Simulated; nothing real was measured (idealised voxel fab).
Name of the process module below: voxel self aligned contacts
Section cut is 230 nm wide and gridded with 5 nm square cells.
Cross-section layout: square cells on a grid; listed as bands, top to bottom; a band spans one or more cell rows.
Heads up on the band format: heights come first, top then bottom, in nm. After that it's the materials left to right, each with its width in nm. A single material flagged "full width" fills the whole band edge to edge, and "blank" means there's empty space there.
Height reference: 0 = level under which incoming wafer is all one material. Lowest band: no bottom, runs on downward, e.g. "0 and below".
A two-number width, for instance "30 to 40", indicates that the width is equal to the first number in the top row of the band and to the second number in the bottom row, and that it changes by a constant amount per row of cells.
Where the words "nothing got changed" appear for a step, the cross-section shows no cell changed by that step; every cell remained as before.
Empty spaces counting at least 8 cells and having no open way to the top are listed in "Closed cavity list". The notation width x height at distance is used for each, the distance being from the left edge and all three values in nm.
On a step's line, text after the settings is the simulator commenting on that step.
overlay nm, on a step with a mask: how far to the right of its planned place the mask lay; to the left if negative

# The following list gives the planned process steps
1,RECEIVE: material Si
2,CONFORMAL_DEP: material SiO2, thk nm 5
3,DIRECTIONAL_DEP: material polySi, thk nm 25
4,DIRECTIONAL_DEP: material SiN, thk nm 15
5,DIRECTIONAL_DEP: material aC, thk nm 10
6,PATTERN: tone cover, mask id GATE, material resist, width nm 35, pitch nm 60, thk nm 25, overlay nm 0
7,DIRECTIONAL_ETCH: etch materials aC, depth nm 10
8,STRIP: etch materials resist
9,DIRECTIONAL_ETCH: etch materials SiN, depth nm 15
10,DIRECTIONAL_ETCH: etch materials polySi, depth nm 25
11,STRIP: etch materials aC
12,CONFORMAL_DEP: material SiN, thk nm 5
13,DIRECTIONAL_ETCH: etch materials SiN, depth nm 5
14,FILL_DEP: material SiO2, thk nm 20
15,CMP: height nm 55
16,PATTERN: tone open, mask id CONTACT, material resist, width nm 35, pitch nm 60, thk nm 15, overlay nm 0
17,DIRECTIONAL_ETCH: etch materials SiO2, depth nm 55
18,STRIP: etch materials resist
19,CONFORMAL_DEP: material TiN, thk nm 5
20,FILL_DEP: material Ru, thk nm 5
21,CMP: height nm 55
22,CONFORMAL_DEP: material SiN, thk nm 5

# First wafer, two in total, run as planned

# Here's what the wafer looked like in cross-section when it arrived - that's after step 1
	0 and below = Si full width
	Closed cavity list: none

# So this is the wafer cross-section right after step 2
	5 down to 0 = SiO2 full width
	At heights below 0, the structure remains unaltered.

# So this is the wafer cross-section right after step 3
	30 down to 5 = polySi full width
	At heights below 5, the structure remains unaltered.

# So this is the wafer cross-section right after step 4
	45 down to 30 = SiN full width
	At heights below 30, the structure remains unaltered.

# So this is the wafer cross-section right after step 5
	55 down to 45 = aC full width
	At heights below 45, the structure remains unaltered.

# So this is the wafer cross-section right after step 6
	80 down to 55 = 35 blank  35 resist  25 blank  35 resist  25 blank  35 resist  40 blank
	At heights below 55, the structure remains unaltered.

# So this is the wafer cross-section right after step 7
	70 down to 55 = 35 blank  35 resist  25 blank  35 resist  25 blank  35 resist  40 blank
	55 down to 45 = 35 blank  35 aC  25 blank  35 aC  25 blank  35 aC  40 blank
	At heights below 45, the structure remains unaltered.

# So this is the wafer cross-section right after step 8
	55 down to 45 = 35 blank  35 aC  25 blank  35 aC  25 blank  35 aC  40 blank
	At heights below 45, the structure remains unaltered.

# So this is the wafer cross-section right after step 9
	55 down to 45 = 35 blank  35 aC  25 blank  35 aC  25 blank  35 aC  40 blank
	45 down to 30 = 35 blank  35 SiN  25 blank  35 SiN  25 blank  35 SiN  40 blank
	At heights below 30, the structure remains unaltered.

# So this is the wafer cross-section right after step 10
	55 down to 45 = 35 blank  35 aC  25 blank  35 aC  25 blank  35 aC  40 blank
	45 down to 30 = 35 blank  35 SiN  25 blank  35 SiN  25 blank  35 SiN  40 blank
	30 down to 5 = 35 blank  35 polySi  25 blank  35 polySi  25 blank  35 polySi  40 blank
	At heights below 5, the structure remains unaltered.

# So this is the wafer cross-section right after step 11
	45 down to 30 = 35 blank  35 SiN  25 blank  35 SiN  25 blank  35 SiN  40 blank
	At heights below 30, the structure remains unaltered.

# So this is the wafer cross-section right after step 12
	50 down to 30 = 30 blank  45 SiN  15 blank  45 SiN  15 blank  45 SiN  35 blank
	30 down to 10 = 30 blank  5 SiN  35 polySi  5 SiN  15 blank  5 SiN  35 polySi  5 SiN  15 blank  5 SiN  35 polySi  5 SiN  35 blank
	10 down to 5 = 35 SiN  35 polySi  25 SiN  35 polySi  25 SiN  35 polySi  40 SiN
	At heights below 5, the structure remains unaltered.

# So this is the wafer cross-section right after step 13
	45 down to 30 = 30 blank  45 SiN  15 blank  45 SiN  15 blank  45 SiN  35 blank
	30 down to 5 = 30 blank  5 SiN  35 polySi  5 SiN  15 blank  5 SiN  35 polySi  5 SiN  15 blank  5 SiN  35 polySi  5 SiN  35 blank
	At heights below 5, the structure remains unaltered.

# So this is the wafer cross-section right after step 14
	65 down to 45 = SiO2 full width
	45 down to 30 = 30 SiO2  45 SiN  15 SiO2  45 SiN  15 SiO2  45 SiN  35 SiO2
	30 down to 5 = 30 SiO2  5 SiN  35 polySi  5 SiN  15 SiO2  5 SiN  35 polySi  5 SiN  15 SiO2  5 SiN  35 polySi  5 SiN  35 SiO2
	At heights below 5, the structure remains unaltered.

# So this is the wafer cross-section right after step 15
	55 down to 45 = SiO2 full width
	At heights below 45, the structure remains unaltered.

# So this is the wafer cross-section right after step 16
	70 down to 55 = 65 resist  35 blank  25 resist  35 blank  70 resist
	At heights below 55, the structure remains unaltered.

# So this is the wafer cross-section right after step 17
	70 down to 55 = 65 resist  35 blank  25 resist  35 blank  70 resist
	55 down to 45 = 65 SiO2  35 blank  25 SiO2  35 blank  70 SiO2
	45 down to 30 = 30 SiO2  45 SiN  15 blank  45 SiN  15 blank  45 SiN  35 SiO2
	30 down to 5 = 30 SiO2  5 SiN  35 polySi  5 SiN  15 blank  5 SiN  35 polySi  5 SiN  15 blank  5 SiN  35 polySi  5 SiN  35 SiO2
	5 down to 0 = 75 SiO2  15 blank  45 SiO2  15 blank  80 SiO2
	At heights below 0, the structure remains unaltered.

# So this is the wafer cross-section right after step 18
	55 down to 45 = 65 SiO2  35 blank  25 SiO2  35 blank  70 SiO2
	At heights below 45, the structure remains unaltered.

# So this is the wafer cross-section right after step 19
	60 down to 55 = 70 TiN  25 blank  35 TiN  25 blank  75 TiN
	55 down to 45 = 65 SiO2  5 to 15 TiN  25 to 5 blank  5 to 15 TiN  25 SiO2  5 to 15 TiN  25 to 5 blank  5 to 15 TiN  70 SiO2
	45 down to 30 = 30 SiO2  45 SiN  5 TiN  5 blank  5 TiN  45 SiN  5 TiN  5 blank  5 TiN  45 SiN  35 SiO2
	30 down to 5 = 30 SiO2  5 SiN  35 polySi  5 SiN  5 TiN  5 blank  5 TiN  5 SiN  35 polySi  5 SiN  5 TiN  5 blank  5 TiN  5 SiN  35 polySi  5 SiN  35 SiO2
	5 down to 0 = 75 SiO2  15 TiN  45 SiO2  15 TiN  80 SiO2
	At heights below 0, the structure remains unaltered.

# So this is the wafer cross-section right after step 20
	65 down to 60 = Ru full width
	60 down to 55 = 70 TiN  25 Ru  35 TiN  25 Ru  75 TiN
	55 down to 45 = 65 SiO2  5 to 15 TiN  25 to 5 Ru  5 to 15 TiN  25 SiO2  5 to 15 TiN  25 to 5 Ru  5 to 15 TiN  70 SiO2
	45 down to 30 = 30 SiO2  45 SiN  5 TiN  5 Ru  5 TiN  45 SiN  5 TiN  5 Ru  5 TiN  45 SiN  35 SiO2
	30 down to 5 = 30 SiO2  5 SiN  35 polySi  5 SiN  5 TiN  5 Ru  5 TiN  5 SiN  35 polySi  5 SiN  5 TiN  5 Ru  5 TiN  5 SiN  35 polySi  5 SiN  35 SiO2
	At heights below 5, the structure remains unaltered.

# So this is the wafer cross-section right after step 21
	55 down to 45 = 65 SiO2  5 to 15 TiN  25 to 5 Ru  5 to 15 TiN  25 SiO2  5 to 15 TiN  25 to 5 Ru  5 to 15 TiN  70 SiO2
	At heights below 45, the structure remains unaltered.

# So this is the wafer cross-section right after step 22
	60 down to 55 = SiN full width
	At heights below 55, the structure remains unaltered.

# The second wafer began exactly as the first did and followed the same plan, but one mistake was made while running it; through step 2 inclusive, the two wafers are identical

# What the second wafer looks like in cross-section when step 3 should have wrapped up
	40 down to 5 = polySi full width
	At heights below 5, the structure remains unaltered.

# What the second wafer looks like in cross-section when step 4 should have wrapped up
	55 down to 40 = SiN full width
	At heights below 40, the structure remains unaltered.

# What the second wafer looks like in cross-section when step 5 should have wrapped up
	65 down to 55 = aC full width
	At heights below 55, the structure remains unaltered.

# What the second wafer looks like in cross-section when step 6 should have wrapped up
	90 down to 65 = 35 blank  35 resist  25 blank  35 resist  25 blank  35 resist  40 blank
	At heights below 65, the structure remains unaltered.

# What the second wafer looks like in cross-section when step 7 should have wrapped up
	80 down to 65 = 35 blank  35 resist  25 blank  35 resist  25 blank  35 resist  40 blank
	65 down to 55 = 35 blank  35 aC  25 blank  35 aC  25 blank  35 aC  40 blank
	At heights below 55, the structure remains unaltered.

# What the second wafer looks like in cross-section when step 8 should have wrapped up
	65 down to 55 = 35 blank  35 aC  25 blank  35 aC  25 blank  35 aC  40 blank
	At heights below 55, the structure remains unaltered.

# What the second wafer looks like in cross-section when step 9 should have wrapped up
	65 down to 55 = 35 blank  35 aC  25 blank  35 aC  25 blank  35 aC  40 blank
	55 down to 40 = 35 blank  35 SiN  25 blank  35 SiN  25 blank  35 SiN  40 blank
	At heights below 40, the structure remains unaltered.

# What the second wafer looks like in cross-section when step 10 should have wrapped up
	65 down to 55 = 35 blank  35 aC  25 blank  35 aC  25 blank  35 aC  40 blank
	55 down to 40 = 35 blank  35 SiN  25 blank  35 SiN  25 blank  35 SiN  40 blank
	40 down to 15 = 35 blank  35 polySi  25 blank  35 polySi  25 blank  35 polySi  40 blank
	At heights below 15, the structure remains unaltered.

# What the second wafer looks like in cross-section when step 11 should have wrapped up
	55 down to 40 = 35 blank  35 SiN  25 blank  35 SiN  25 blank  35 SiN  40 blank
	At heights below 40, the structure remains unaltered.

# What the second wafer looks like in cross-section when step 12 should have wrapped up
	60 down to 40 = 30 blank  45 SiN  15 blank  45 SiN  15 blank  45 SiN  35 blank
	40 down to 20 = 30 blank  5 SiN  35 polySi  5 SiN  15 blank  5 SiN  35 polySi  5 SiN  15 blank  5 SiN  35 polySi  5 SiN  35 blank
	20 down to 15 = 35 SiN  35 polySi  25 SiN  35 polySi  25 SiN  35 polySi  40 SiN
	At heights below 15, the structure remains unaltered.

# What the second wafer looks like in cross-section when step 13 should have wrapped up
	55 down to 40 = 30 blank  45 SiN  15 blank  45 SiN  15 blank  45 SiN  35 blank
	40 down to 15 = 30 blank  5 SiN  35 polySi  5 SiN  15 blank  5 SiN  35 polySi  5 SiN  15 blank  5 SiN  35 polySi  5 SiN  35 blank
	At heights below 15, the structure remains unaltered.

# What the second wafer looks like in cross-section when step 14 should have wrapped up
	75 down to 55 = SiO2 full width
	55 down to 40 = 30 SiO2  45 SiN  15 SiO2  45 SiN  15 SiO2  45 SiN  35 SiO2
	40 down to 15 = 30 SiO2  5 SiN  35 polySi  5 SiN  15 SiO2  5 SiN  35 polySi  5 SiN  15 SiO2  5 SiN  35 polySi  5 SiN  35 SiO2
	At heights below 15, the structure remains unaltered.

# What the second wafer looks like in cross-section when step 15 should have wrapped up
	55 down to 40 = 30 SiO2  45 SiN  15 SiO2  45 SiN  15 SiO2  45 SiN  35 SiO2
	At heights below 40, the structure remains unaltered.

# What the second wafer looks like in cross-section when step 16 should have wrapped up
	70 down to 55 = 65 resist  35 blank  25 resist  35 blank  70 resist
	At heights below 55, the structure remains unaltered.

# What the second wafer looks like in cross-section when step 17 should have wrapped up
	70 down to 55 = 65 resist  35 blank  25 resist  35 blank  70 resist
	55 down to 40 = 30 SiO2  45 SiN  15 blank  45 SiN  15 blank  45 SiN  35 SiO2
	40 down to 15 = 30 SiO2  5 SiN  35 polySi  5 SiN  15 blank  5 SiN  35 polySi  5 SiN  15 blank  5 SiN  35 polySi  5 SiN  35 SiO2
	At heights below 15, the structure remains unaltered.

# What the second wafer looks like in cross-section when step 18 should have wrapped up
	55 down to 40 = 30 SiO2  45 SiN  15 blank  45 SiN  15 blank  45 SiN  35 SiO2
	At heights below 40, the structure remains unaltered.

# What the second wafer looks like in cross-section when step 19 should have wrapped up
	60 down to 55 = 80 TiN  5 blank  55 TiN  5 blank  85 TiN
	55 down to 40 = 30 SiO2  45 SiN  5 TiN  5 blank  5 TiN  45 SiN  5 TiN  5 blank  5 TiN  45 SiN  35 SiO2
	40 down to 20 = 30 SiO2  5 SiN  35 polySi  5 SiN  5 TiN  5 blank  5 TiN  5 SiN  35 polySi  5 SiN  5 TiN  5 blank  5 TiN  5 SiN  35 polySi  5 SiN  35 SiO2
	20 down to 15 = 30 SiO2  5 SiN  35 polySi  5 SiN  15 TiN  5 SiN  35 polySi  5 SiN  15 TiN  5 SiN  35 polySi  5 SiN  35 SiO2
	At heights below 15, the structure remains unaltered.

# What the second wafer looks like in cross-section when step 20 should have wrapped up
	65 down to 60 = Ru full width
	60 down to 55 = 80 TiN  5 Ru  55 TiN  5 Ru  85 TiN
	55 down to 40 = 30 SiO2  45 SiN  5 TiN  5 Ru  5 TiN  45 SiN  5 TiN  5 Ru  5 TiN  45 SiN  35 SiO2
	40 down to 20 = 30 SiO2  5 SiN  35 polySi  5 SiN  5 TiN  5 Ru  5 TiN  5 SiN  35 polySi  5 SiN  5 TiN  5 Ru  5 TiN  5 SiN  35 polySi  5 SiN  35 SiO2
	At heights below 20, the structure remains unaltered.

# What the second wafer looks like in cross-section when step 21 should have wrapped up
	55 down to 40 = 30 SiO2  45 SiN  5 TiN  5 Ru  5 TiN  45 SiN  5 TiN  5 Ru  5 TiN  45 SiN  35 SiO2
	At heights below 40, the structure remains unaltered.

# What the second wafer looks like in cross-section when step 22 should have wrapped up
	60 down to 55 = SiN full width
	At heights below 55, the structure remains unaltered.
What was done differently from what was planned? contrary to plan, step 3 was performed as DIRECTIONAL_DEP: material polySi, thk nm 35
Final wafer comparison in cells, second versus first, more or fewer per material: Ru -14 | SiO2 -58 | TiN -20 | polySi +92
